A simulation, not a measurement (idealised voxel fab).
The following is a process module called voxel transistor to metal.
Square cells of 5 nm make up the cross-section cut, whose width is 155 nm.
Cross-sections here: square-cell grids, written as top-down lists of bands, a band being one or more rows of cells.
Heads up on the band format: heights come first, top then bottom, in nm. After that it's the materials left to right, each with its width in nm. A single material flagged "all across" fills the whole band edge to edge, and "empty" means there's empty space there.
Height reference: 0 = level under which incoming wafer is all one material. Lowest band: no bottom, runs on downward, e.g. "from 0 down".
Width spec "30->40" -> top row of cells at first value, bottom row at second value, equal per-row change in between.
Step note "no change" = no cross-section cell changed.
In "Unvented internal voids" the enclosed voids are listed, meaning empty spaces of 8 cells or larger without any opening to the top. The form is width x height at distance, distance from the left edge, units nm.
What comes after the settings on a step's line is commentary from the simulator itself on that step.
overlay nm: for a step with a mask, the amount by which the mask lay right of where it was planned; a negative amount means left of it.
## The process steps that were planned are listed below
1. op RECEIVE | material Si
2. op OXIDIZE | depth nm 5
3. op CONFORMAL_DEP | material SiN | thk nm 15
4. op DIRECTIONAL_DEP | material aC | thk nm 15
5. op PATTERN | tone cover | mask id ACTIVE | material resist | width nm 120 | thk nm 30 | overlay nm 0
6. op DIRECTIONAL_ETCH | etch materials aC | depth nm 15
7. op STRIP | etch materials resist
8. op DIRECTIONAL_ETCH | etch materials SiN | depth nm 15
9. op DIRECTIONAL_ETCH | etch materials SiO2 | depth nm 5
10. op DIRECTIONAL_ETCH | etch materials Si | depth nm 35
11. op STRIP | etch materials aC
12. op FILL_DEP | material SiO2 | thk nm 15
13. op CMP | height nm 15
14. op SELECTIVE_ETCH | etch materials SiO2 | depth nm 5
15. op STRIP | etch materials SiN
16. op SELECTIVE_ETCH | etch materials SiO2 | depth nm 5
17. op OXIDIZE | depth nm 5
18. op DIRECTIONAL_DEP | material polySi | thk nm 20
19. op DIRECTIONAL_DEP | material SiCN | thk nm 10
20. op MASKED_ETCH | tone cover | mask id GATE | width nm 30 | etch materials SiCN | depth nm 20 | overlay nm 0
21. op MASKED_ETCH | tone cover | mask id GATE | width nm 30 | etch materials polySi | depth nm 30 | overlay nm 0
22. op CONFORMAL_DEP | material SiO2 | thk nm 5
23. op DIRECTIONAL_ETCH | etch materials SiO2 | depth nm 5
24. op CONFORMAL_DEP | material SiN | thk nm 10
25. op DIRECTIONAL_ETCH | etch materials SiN | depth nm 10
26. op DIRECTIONAL_ETCH | etch materials SiO2 | depth nm 5
27. op DIRECTIONAL_ETCH | etch materials Si | depth nm 15
28. op EPI | material SiGe | thk nm 15
29. op FILL_DEP | material SiO2 | thk nm 10
30. op CMP | height nm 15
31. op STRIP | etch materials polySi
32. op SELECTIVE_ETCH | etch materials SiO2 | depth nm 5
33. op CONFORMAL_DEP | material HfO2 | thk nm 5
34. op CONFORMAL_DEP | material TiN | thk nm 5
35. op FILL_DEP | material W | thk nm 10
36. op CMP | height nm 10
37. op DIRECTIONAL_DEP | material SiO2 | thk nm 15
38. op DIRECTIONAL_DEP | material aC | thk nm 15
39. op PATTERN | tone open | mask id CONTACT | material resist | width nm 20 | pitch nm 80 | thk nm 30 | overlay nm 0
40. op DIRECTIONAL_ETCH | etch materials aC | depth nm 15
41. op STRIP | etch materials resist
42. op DIRECTIONAL_ETCH | etch materials SiO2 | depth nm 20
43. op STRIP | etch materials aC
44. op CONFORMAL_DEP | material TiN | thk nm 5
45. op FILL_DEP | material W | thk nm 5
46. op CMP | height nm 25
47. op DIRECTIONAL_DEP | material TiN | thk nm 5
48. op DIRECTIONAL_DEP | material W | thk nm 15
49. op MASKED_ETCH | tone cover | mask id METAL_1 | width nm 20 | pitch nm 80 | etch materials W | depth nm 15 | overlay nm 0
50. op MASKED_ETCH | tone cover | mask id METAL_1 | width nm 20 | pitch nm 80 | etch materials TiN | depth nm 5 | overlay nm 0
51. op FILL_DEP | material SiO2 | thk nm 5
52. op CMP | height nm 45
53. op CONFORMAL_DEP | material SiCN | thk nm 5
## Cross-section of the wafer as it came to us, i.e., already through step 1
    from 0 down: Si all across
    Unvented internal voids: none
## Below is the wafer in cross-section after the module was completed. It began from the starting point shown above and followed the plan shown above, except that one mistake was made while running it
    from 50 to 45: SiCN all across
    from 45 to 30: SiO2 25 nm, then W 20 nm, then SiO2 60 nm, then W 20 nm, then SiO2 30 nm
    from 30 to 25: SiO2 25 nm, then TiN 20 nm, then SiO2 60 nm, then TiN 20 nm, then SiO2 30 nm
    from 25 to 15: SiO2 20 nm, then TiN 5 nm, then W 20 nm, then TiN 5 nm, then SiO2 50 nm, then TiN 5 nm, then W 20 nm, then TiN 5 nm, then SiO2 25 nm
    from 15 to 10: SiO2 20 nm, then TiN 5 nm, then W 15 nm, then TiN 10 nm, then SiO2 50 nm, then TiN 10 nm, then W 15 nm, then TiN 5 nm, then SiO2 25 nm
    from 10 to 5: SiO2 20 nm, then TiN 25 nm, then SiN 10 nm, then HfO2 5 nm, then TiN 5 nm, then W 20 nm, then TiN 5 nm, then HfO2 5 nm, then SiN 10 nm, then TiN 25 nm, then SiO2 25 nm
    from 5 to 0: SiO2 15 nm, then SiN 10 nm, then SiGe 20 nm, then SiN 10 nm, then HfO2 5 nm, then TiN 5 nm, then W 20 nm, then TiN 5 nm, then HfO2 5 nm, then SiN 10 nm, then SiGe 20 nm, then SiN 10 nm, then SiO2 20 nm
    from 0 to -5: SiO2 15 nm, then SiN 10 nm, then SiGe 20 nm, then SiN 10 nm, then HfO2 5 nm, then TiN 30 nm, then HfO2 5 nm, then SiN 10 nm, then SiGe 20 nm, then SiN 10 nm, then SiO2 20 nm
    from -5 to -10: SiO2 25 nm, then SiGe 20 nm, then SiO2 10 nm, then HfO2 40 nm, then SiO2 10 nm, then SiGe 20 nm, then SiO2 30 nm
    from -10 to -25: SiO2 15 nm, then Si 10 nm, then SiGe 20 nm, then Si 60 nm, then SiGe 20 nm, then Si 10 nm, then SiO2 20 nm
    from -25 to -40: SiO2 15 nm, then Si 120 nm, then SiO2 20 nm
    from -40 down: Si all across
    Unvented internal voids: none
Run error: step 39 ran as: op PATTERN | tone open | mask id CONTACT | material resist | width nm 30 | pitch nm 80 | thk nm 30 | overlay nm 0
